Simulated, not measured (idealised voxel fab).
The process module presented herein is designated voxel capacitor over wiring.
cross-section cut | 165 nm wide | cells 5 nm
Heads up, the way a cross-section reads in here is a grid of square cells, handed over as bands from the top down, with every band being one or more rows of cells. Heads up on the band format: heights come first, top then bottom, in nm. After that it's the materials left to right, each with its width in nm. A single material flagged "everywhere" fills the whole band edge to edge, and "blank" means there's empty space there. A quick word on heights: they are counted from 0, and under that level the wafer as it came to us is one material throughout. The lowest band is different from the rest in having no bottom; it simply continues downward, written as in "from 0 down". The width entry "30->40" should be interpreted row by row: the top row of cells in the band takes the first number, the bottom row takes the second number, and the change between adjacent rows is uniform throughout. "nothing altered" for a step: no cell of the cross-section changed in that step. "Fully enclosed voids" lists enclosed empty spaces (at least 8 cells, no open path upward to the top), each as width x height at distance from the left edge, in nm. What comes after the settings on a step's line is commentary from the simulator itself on that step. overlay nm: mask offset rightward from planned place, masked step; negative means leftward offset.

[The steps planned for the process are as follows]
1. op RECEIVE | material Si
2. op CONFORMAL_DEP | material SiO2 | thk nm 15
3. op CONFORMAL_DEP | material SiN | thk nm 5
4. op DIRECTIONAL_DEP | material SiO2 | thk nm 25
5. op PATTERN | tone open | mask id METAL_1 | material resist | width nm 20 | pitch nm 75 | thk nm 20 | overlay nm 0
6. op DIRECTIONAL_ETCH | etch materials SiO2 | depth nm 25
7. op DIRECTIONAL_ETCH | etch materials SiN | depth nm 5
8. op STRIP | etch materials resist
9. op CONFORMAL_DEP | material TiN | thk nm 5
10. op FILL_DEP | material Ru | thk nm 5
11. op CMP | height nm 45
12. op EPI | material Ru | thk nm 5
13. op FILL_DEP | material SiCN | thk nm 5
14. op DIRECTIONAL_DEP | material SiO2 | thk nm 20
15. op MASKED_ETCH | tone open | mask id PLUG_1 | width nm 15 | etch materials SiO2 | depth nm 20 | overlay nm 0
16. op MASKED_ETCH | tone open | mask id PLUG_1 | width nm 15 | etch materials SiCN | depth nm 5 | overlay nm 0
17. op EPI | material Ru | thk nm 10
18. op EPI | material Ru | thk nm 10
19. op EPI | material Ru | thk nm 5
20. op DIRECTIONAL_DEP | material TiN | thk nm 5
21. op DIRECTIONAL_DEP | material SiN | thk nm 5
22. op DIRECTIONAL_DEP | material TiN | thk nm 5
23. op DIRECTIONAL_DEP | material aC | thk nm 15
24. op PATTERN | tone cover | mask id UPPER_PLATE | material resist | width nm 60 | thk nm 30 | overlay nm 0
25. op DIRECTIONAL_ETCH | etch materials aC | depth nm 15
26. op STRIP | etch materials resist
27. op DIRECTIONAL_ETCH | etch materials TiN | depth nm 5
28. op DIRECTIONAL_ETCH | etch materials SiN | depth nm 5
29. op STRIP | etch materials aC
30. op MASKED_ETCH | tone cover | mask id LOWER_PLATE | width nm 70 | etch materials TiN | depth nm 5 | overlay nm 0
31. op FILL_DEP | material SiO2 | thk nm 20
32. op CMP | height nm 105
33. op DIRECTIONAL_DEP | material aC | thk nm 15
34. op PATTERN | tone open | mask id PLUG_2 | material resist | width nm 15 | thk nm 35 | overlay nm 0
35. op DIRECTIONAL_ETCH | etch materials aC | depth nm 15
36. op STRIP | etch materials resist
37. op DIRECTIONAL_ETCH | etch materials SiO2 | depth nm 15
38. op STRIP | etch materials aC
39. op CONFORMAL_DEP | material TiN | thk nm 5
40. op FILL_DEP | material Ru | thk nm 5
41. op CMP | height nm 105
42. op CONFORMAL_DEP | material SiN | thk nm 5

[First of the two wafers, run per plan]

[Shown in cross-section is the wafer as received, that is, as it stands after step 1]
> from 0 down: Si everywhere
> Fully enclosed voids: none

[The wafer in cross-section once step 2 is complete]
> from 15 to 0: SiO2 everywhere
> Note: structure below 0 unchanged.

[The wafer in cross-section once step 3 is complete]
> from 20 to 15: SiN everywhere
> Note: structure below 15 unchanged.

[The wafer in cross-section once step 4 is complete]
> from 45 to 20: SiO2 everywhere
> Note: structure below 20 unchanged.

[The wafer in cross-section once step 5 is complete]
> from 65 to 45: resist 35 nm / blank 20 nm / resist 55 nm / blank 20 nm / resist 35 nm
> Note: structure below 45 unchanged.

[The wafer in cross-section once step 6 is complete]
> from 65 to 45: resist 35 nm / blank 20 nm / resist 55 nm / blank 20 nm / resist 35 nm
> from 45 to 20: SiO2 35 nm / blank 20 nm / SiO2 55 nm / blank 20 nm / SiO2 35 nm
> Note: structure below 20 unchanged.

[The wafer in cross-section once step 7 is complete]
> from 65 to 45: resist 35 nm / blank 20 nm / resist 55 nm / blank 20 nm / resist 35 nm
> from 45 to 20: SiO2 35 nm / blank 20 nm / SiO2 55 nm / blank 20 nm / SiO2 35 nm
> from 20 to 15: SiN 35 nm / blank 20 nm / SiN 55 nm / blank 20 nm / SiN 35 nm
> Note: structure below 15 unchanged.

[The wafer in cross-section once step 8 is complete]
> from 45 to 20: SiO2 35 nm / blank 20 nm / SiO2 55 nm / blank 20 nm / SiO2 35 nm
> Note: structure below 20 unchanged.

[The wafer in cross-section once step 9 is complete]
> from 50 to 45: TiN 40 nm / blank 10 nm / TiN 65 nm / blank 10 nm / TiN 40 nm
> from 45 to 20: SiO2 35 nm / TiN 5 nm / blank 10 nm / TiN 5 nm / SiO2 55 nm / TiN 5 nm / blank 10 nm / TiN 5 nm / SiO2 35 nm
> from 20 to 15: SiN 35 nm / TiN 20 nm / SiN 55 nm / TiN 20 nm / SiN 35 nm
> Note: structure below 15 unchanged.

[The wafer in cross-section once step 10 is complete]
> from 55 to 50: Ru everywhere
> from 50 to 45: TiN 40 nm / Ru 10 nm / TiN 65 nm / Ru 10 nm / TiN 40 nm
> from 45 to 20: SiO2 35 nm / TiN 5 nm / Ru 10 nm / TiN 5 nm / SiO2 55 nm / TiN 5 nm / Ru 10 nm / TiN 5 nm / SiO2 35 nm
> Note: structure below 20 unchanged.

[The wafer in cross-section once step 11 is complete]
> from 45 to 20: SiO2 35 nm / TiN 5 nm / Ru 10 nm / TiN 5 nm / SiO2 55 nm / TiN 5 nm / Ru 10 nm / TiN 5 nm / SiO2 35 nm
> Note: structure below 20 unchanged.

[The wafer in cross-section once step 12 is complete]
> from 50 to 45: blank 30 nm / Ru 30 nm / blank 45 nm / Ru 30 nm / blank 30 nm
> Note: structure below 45 unchanged.

[The wafer in cross-section once step 13 is complete]
> from 55 to 50: SiCN everywhere
> from 50 to 45: SiCN 30 nm / Ru 30 nm / SiCN 45 nm / Ru 30 nm / SiCN 30 nm
> Note: structure below 45 unchanged.

[The wafer in cross-section once step 14 is complete]
> from 75 to 55: SiO2 everywhere
> Note: structure below 55 unchanged.

[The wafer in cross-section once step 15 is complete]
> from 75 to 55: SiO2 40 nm / blank 15 nm / SiO2 110 nm
> Note: structure below 55 unchanged.

[The wafer in cross-section once step 16 is complete]
> from 75 to 55: SiO2 40 nm / blank 15 nm / SiO2 110 nm
> from 55 to 50: SiCN 40 nm / blank 15 nm / SiCN 110 nm
> Note: structure below 50 unchanged.

[The wafer in cross-section once step 17 is complete]
> from 75 to 60: SiO2 40 nm / blank 15 nm / SiO2 110 nm
> from 60 to 55: SiO2 40 nm / Ru 15 nm / SiO2 110 nm
> from 55 to 50: SiCN 40 nm / Ru 15 nm / SiCN 110 nm
> Note: structure below 50 unchanged.

[The wafer in cross-section once step 18 is complete]
> from 75 to 70: SiO2 40 nm / blank 15 nm / SiO2 110 nm
> from 70 to 55: SiO2 40 nm / Ru 15 nm / SiO2 110 nm
> Note: structure below 55 unchanged.

[The wafer in cross-section once step 19 is complete]
> from 75 to 55: SiO2 40 nm / Ru 15 nm / SiO2 110 nm
> Note: structure below 55 unchanged.

[The wafer in cross-section once step 20 is complete]
> from 80 to 75: TiN everywhere
> Note: structure below 75 unchanged.

[The wafer in cross-section once step 21 is complete]
> from 85 to 80: SiN everywhere
> Note: structure below 80 unchanged.

[The wafer in cross-section once step 22 is complete]
> from 90 to 85: TiN everywhere
> Note: structure below 85 unchanged.

[The wafer in cross-section once step 23 is complete]
> from 105 to 90: aC everywhere
> Note: structure below 90 unchanged.

[The wafer in cross-section once step 24 is complete]
> from 135 to 105: blank 40 nm / resist 60 nm / blank 65 nm
> Note: structure below 105 unchanged.

[The wafer in cross-section once step 25 is complete]
> from 120 to 105: blank 40 nm / resist 60 nm / blank 65 nm
> from 105 to 90: blank 40 nm / aC 60 nm / blank 65 nm
> Note: structure below 90 unchanged.

[The wafer in cross-section once step 26 is complete]
> from 105 to 90: blank 40 nm / aC 60 nm / blank 65 nm
> Note: structure below 90 unchanged.

[The wafer in cross-section once step 27 is complete]
> from 105 to 90: blank 40 nm / aC 60 nm / blank 65 nm
> from 90 to 85: blank 40 nm / TiN 60 nm / blank 65 nm
> Note: structure below 85 unchanged.

[The wafer in cross-section once step 28 is complete]
> from 105 to 90: blank 40 nm / aC 60 nm / blank 65 nm
> from 90 to 85: blank 40 nm / TiN 60 nm / blank 65 nm
> from 85 to 80: blank 40 nm / SiN 60 nm / blank 65 nm
> Note: structure below 80 unchanged.

[The wafer in cross-section once step 29 is complete]
> from 90 to 85: blank 40 nm / TiN 60 nm / blank 65 nm
> Note: structure below 85 unchanged.

[The wafer in cross-section once step 30 is complete]
> from 90 to 85: blank 40 nm / TiN 60 nm / blank 65 nm
> from 85 to 80: blank 40 nm / SiN 60 nm / blank 65 nm
> from 80 to 75: blank 35 nm / TiN 70 nm / blank 60 nm
> Note: structure below 75 unchanged.

[The wafer in cross-section once step 31 is complete]
> from 110 to 90: SiO2 everywhere
> from 90 to 85: SiO2 40 nm / TiN 60 nm / SiO2 65 nm
> from 85 to 80: SiO2 40 nm / SiN 60 nm / SiO2 65 nm
> from 80 to 75: SiO2 35 nm / TiN 70 nm / SiO2 60 nm
> Note: structure below 75 unchanged.

[The wafer in cross-section once step 32 is complete]
> from 105 to 90: SiO2 everywhere
> Note: structure below 90 unchanged.

[The wafer in cross-section once step 33 is complete]
> from 120 to 105: aC everywhere
> Note: structure below 105 unchanged.

[The wafer in cross-section once step 34 is complete]
> from 155 to 120: resist 50 nm / blank 15 nm / resist 100 nm
> Note: structure below 120 unchanged.

[The wafer in cross-section once step 35 is complete]
> from 140 to 120: resist 50 nm / blank 15 nm / resist 100 nm
> from 120 to 105: aC 50 nm / blank 15 nm / aC 100 nm
> Note: structure below 105 unchanged.

[The wafer in cross-section once step 36 is complete]
> from 120 to 105: aC 50 nm / blank 15 nm / aC 100 nm
> Note: structure below 105 unchanged.

[The wafer in cross-section once step 37 is complete]
> from 120 to 105: aC 50 nm / blank 15 nm / aC 100 nm
> from 105 to 90: SiO2 50 nm / blank 15 nm / SiO2 100 nm
> Note: structure below 90 unchanged.

[The wafer in cross-section once step 38 is complete]
> from 105 to 90: SiO2 50 nm / blank 15 nm / SiO2 100 nm
> Note: structure below 90 unchanged.

[The wafer in cross-section once step 39 is complete]
> from 110 to 105: TiN 55 nm / blank 5 nm / TiN 105 nm
> from 105 to 95: SiO2 50 nm / TiN 5 nm / blank 5 nm / TiN 5 nm / SiO2 100 nm
> from 95 to 85: SiO2 50->40 nm / TiN 15->60 nm / SiO2 100->65 nm
> Note: structure below 85 unchanged.

[The wafer in cross-section once step 40 is complete]
> from 115 to 110: Ru everywhere
> from 110 to 105: TiN 55 nm / Ru 5 nm / TiN 105 nm
> from 105 to 95: SiO2 50 nm / TiN 5 nm / Ru 5 nm / TiN 5 nm / SiO2 100 nm
> Note: structure below 95 unchanged.

[The wafer in cross-section once step 41 is complete]
> from 105 to 95: SiO2 50 nm / TiN 5 nm / Ru 5 nm / TiN 5 nm / SiO2 100 nm
> Note: structure below 95 unchanged.

[The wafer in cross-section once step 42 is complete]
> from 110 to 105: SiN everywhere
> Note: structure below 105 unchanged.

[The second wafer began exactly as the first did and followed the same plan, but one mistake was made while running it; through step 12 inclusive, the two wafers are identical]

Second wafer: cross-section at the scheduled end of step 13: nothing altered

[Second wafer: cross-section at the scheduled end of step 14]
> from 70 to 65: blank 30 nm / SiO2 30 nm / blank 45 nm / SiO2 30 nm / blank 30 nm
> from 65 to 50: SiO2 everywhere
> from 50 to 45: SiO2 30 nm / Ru 30 nm / SiO2 45 nm / Ru 30 nm / SiO2 30 nm
> Note: structure below 45 unchanged.

[Second wafer: cross-section at the scheduled end of step 15]
> from 70 to 65: blank 30 nm / SiO2 10 nm / blank 15 nm / SiO2 5 nm / blank 45 nm / SiO2 30 nm / blank 30 nm
> from 65 to 50: SiO2 40 nm / blank 15 nm / SiO2 110 nm
> Note: structure below 50 unchanged.

Second wafer: cross-section at the scheduled end of step 16: nothing altered

[Second wafer: cross-section at the scheduled end of step 17]
> from 70 to 65: blank 30 nm / SiO2 10 nm / blank 15 nm / SiO2 5 nm / blank 45 nm / SiO2 30 nm / blank 30 nm
> from 65 to 60: SiO2 40 nm / blank 15 nm / SiO2 110 nm
> from 60 to 50: SiO2 40 nm / Ru 15 nm / SiO2 110 nm
> Note: structure below 50 unchanged.

[Second wafer: cross-section at the scheduled end of step 18]
> from 70 to 65: blank 30 nm / SiO2 10 nm / Ru 15 nm / SiO2 5 nm / blank 45 nm / SiO2 30 nm / blank 30 nm
> from 65 to 50: SiO2 40 nm / Ru 15 nm / SiO2 110 nm
> Note: structure below 50 unchanged.

[Second wafer: cross-section at the scheduled end of step 19]
> from 75 to 70: blank 35 nm / Ru 25 nm / blank 105 nm
> Note: structure below 70 unchanged.

[Second wafer: cross-section at the scheduled end of step 20]
> from 80 to 75: blank 35 nm / TiN 25 nm / blank 105 nm
> from 75 to 70: blank 30 nm / TiN 5 nm / Ru 25 nm / blank 45 nm / TiN 30 nm / blank 30 nm
> from 70 to 65: TiN 30 nm / SiO2 10 nm / Ru 15 nm / SiO2 5 nm / TiN 45 nm / SiO2 30 nm / TiN 30 nm
> Note: structure below 65 unchanged.

[Second wafer: cross-section at the scheduled end of step 21]
> from 85 to 80: blank 35 nm / SiN 25 nm / blank 105 nm
> from 80 to 75: blank 30 nm / SiN 5 nm / TiN 25 nm / blank 45 nm / SiN 30 nm / blank 30 nm
> from 75 to 70: SiN 30 nm / TiN 5 nm / Ru 25 nm / SiN 45 nm / TiN 30 nm / SiN 30 nm
> Note: structure below 70 unchanged.

[Second wafer: cross-section at the scheduled end of step 22]
> from 90 to 85: blank 35 nm / TiN 25 nm / blank 105 nm
> from 85 to 80: blank 30 nm / TiN 5 nm / SiN 25 nm / blank 45 nm / TiN 30 nm / blank 30 nm
> from 80 to 75: TiN 30 nm / SiN 5 nm / TiN 70 nm / SiN 30 nm / TiN 30 nm
> Note: structure below 75 unchanged.

[Second wafer: cross-section at the scheduled end of step 23]
> from 105 to 100: blank 35 nm / aC 25 nm / blank 105 nm
> from 100 to 95: blank 30 nm / aC 30 nm / blank 45 nm / aC 30 nm / blank 30 nm
> from 95 to 90: aC everywhere
> from 90 to 85: aC 35 nm / TiN 25 nm / aC 105 nm
> from 85 to 80: aC 30 nm / TiN 5 nm / SiN 25 nm / aC 45 nm / TiN 30 nm / aC 30 nm
> Note: structure below 80 unchanged.

[Second wafer: cross-section at the scheduled end of step 24]
> from 135 to 105: blank 40 nm / resist 60 nm / blank 65 nm
> from 105 to 100: blank 35 nm / aC 25 nm / resist 40 nm / blank 65 nm
> from 100 to 95: blank 30 nm / aC 30 nm / resist 40 nm / blank 5 nm / aC 30 nm / blank 30 nm
> Note: structure below 95 unchanged.

[Second wafer: cross-section at the scheduled end of step 25]
> from 120 to 105: blank 40 nm / resist 60 nm / blank 65 nm
> from 105 to 95: blank 40 nm / aC 20 nm / resist 40 nm / blank 65 nm
> from 95 to 90: blank 40 nm / aC 60 nm / blank 65 nm
> from 90 to 85: blank 35 nm / TiN 25 nm / aC 40 nm / blank 65 nm
> from 85 to 80: blank 30 nm / TiN 5 nm / SiN 25 nm / aC 40 nm / blank 5 nm / TiN 30 nm / blank 30 nm
> Note: structure below 80 unchanged.

[Second wafer: cross-section at the scheduled end of step 26]
> from 105 to 95: blank 40 nm / aC 20 nm / blank 105 nm
> Note: structure below 95 unchanged.

[Second wafer: cross-section at the scheduled end of step 27]
> from 105 to 95: blank 40 nm / aC 20 nm / blank 105 nm
> from 95 to 90: blank 40 nm / aC 60 nm / blank 65 nm
> from 90 to 85: blank 40 nm / TiN 20 nm / aC 40 nm / blank 65 nm
> from 85 to 80: blank 35 nm / SiN 25 nm / aC 40 nm / blank 65 nm
> from 80 to 75: blank 30 nm / SiN 5 nm / TiN 65 nm / blank 5 nm / SiN 30 nm / blank 30 nm
> Note: structure below 75 unchanged.

[Second wafer: cross-section at the scheduled end of step 28]
> from 105 to 95: blank 40 nm / aC 20 nm / blank 105 nm
> from 95 to 90: blank 40 nm / aC 60 nm / blank 65 nm
> from 90 to 85: blank 40 nm / TiN 20 nm / aC 40 nm / blank 65 nm
> from 85 to 80: blank 40 nm / SiN 20 nm / aC 40 nm / blank 65 nm
> from 80 to 75: blank 35 nm / TiN 65 nm / blank 65 nm
> from 75 to 70: blank 30 nm / TiN 5 nm / Ru 25 nm / SiN 40 nm / blank 5 nm / TiN 30 nm / blank 30 nm
> Note: structure below 70 unchanged.

[Second wafer: cross-section at the scheduled end of step 29]
> from 90 to 85: blank 40 nm / TiN 20 nm / blank 105 nm
> from 85 to 80: blank 40 nm / SiN 20 nm / blank 105 nm
> Note: structure below 80 unchanged.

[Second wafer: cross-section at the scheduled end of step 30]
> from 90 to 85: blank 40 nm / TiN 20 nm / blank 105 nm
> from 85 to 80: blank 40 nm / SiN 20 nm / blank 105 nm
> from 80 to 75: blank 35 nm / TiN 65 nm / blank 65 nm
> from 75 to 70: blank 35 nm / Ru 25 nm / SiN 40 nm / blank 65 nm
> from 70 to 65: blank 30 nm / SiO2 10 nm / Ru 15 nm / SiO2 5 nm / TiN 45 nm / SiO2 30 nm / blank 30 nm
> Note: structure below 65 unchanged.

[Second wafer: cross-section at the scheduled end of step 31]
> from 110 to 90: SiO2 everywhere
> from 90 to 85: SiO2 40 nm / TiN 20 nm / SiO2 105 nm
> from 85 to 80: SiO2 40 nm / SiN 20 nm / SiO2 105 nm
> from 80 to 75: SiO2 35 nm / TiN 65 nm / SiO2 65 nm
> from 75 to 70: SiO2 35 nm / Ru 25 nm / SiN 40 nm / SiO2 65 nm
> from 70 to 65: SiO2 40 nm / Ru 15 nm / SiO2 5 nm / TiN 45 nm / SiO2 60 nm
> Note: structure below 65 unchanged.

[Second wafer: cross-section at the scheduled end of step 32]
> from 105 to 90: SiO2 everywhere
> Note: structure below 90 unchanged.

[Second wafer: cross-section at the scheduled end of step 33]
> from 120 to 105: aC everywhere
> Note: structure below 105 unchanged.

[Second wafer: cross-section at the scheduled end of step 34]
> from 155 to 120: resist 50 nm / blank 15 nm / resist 100 nm
> Note: structure below 120 unchanged.

[Second wafer: cross-section at the scheduled end of step 35]
> from 140 to 120: resist 50 nm / blank 15 nm / resist 100 nm
> from 120 to 105: aC 50 nm / blank 15 nm / aC 100 nm
> Note: structure below 105 unchanged.

[Second wafer: cross-section at the scheduled end of step 36]
> from 120 to 105: aC 50 nm / blank 15 nm / aC 100 nm
> Note: structure below 105 unchanged.

[Second wafer: cross-section at the scheduled end of step 37]
> from 120 to 105: aC 50 nm / blank 15 nm / aC 100 nm
> from 105 to 90: SiO2 50 nm / blank 15 nm / SiO2 100 nm
> Note: structure below 90 unchanged.

[Second wafer: cross-section at the scheduled end of step 38]
> from 105 to 90: SiO2 50 nm / blank 15 nm / SiO2 100 nm
> Note: structure below 90 unchanged.

[Second wafer: cross-section at the scheduled end of step 39]
> from 110 to 105: TiN 55 nm / blank 5 nm / TiN 105 nm
> from 105 to 95: SiO2 50 nm / TiN 5 nm / blank 5 nm / TiN 5 nm / SiO2 100 nm
> from 95 to 85: SiO2 50->40 nm / TiN 15->20 nm / SiO2 100->105 nm
> Note: structure below 85 unchanged.

[Second wafer: cross-section at the scheduled end of step 40]
> from 115 to 110: Ru everywhere
> from 110 to 105: TiN 55 nm / Ru 5 nm / TiN 105 nm
> from 105 to 95: SiO2 50 nm / TiN 5 nm / Ru 5 nm / TiN 5 nm / SiO2 100 nm
> Note: structure below 95 unchanged.

[Second wafer: cross-section at the scheduled end of step 41]
> from 105 to 95: SiO2 50 nm / TiN 5 nm / Ru 5 nm / TiN 5 nm / SiO2 100 nm
> Note: structure below 95 unchanged.

[Second wafer: cross-section at the scheduled end of step 42]
> from 110 to 105: SiN everywhere
> Note: structure below 105 unchanged.
What broke from the plan during processing? it should be noted that step 13 of the plan was omitted and was not performed
Looking at both finished wafers in cells, the second ends up ahead of or behind the first on some materials: Ru +2; SiCN -51; SiO2 +49
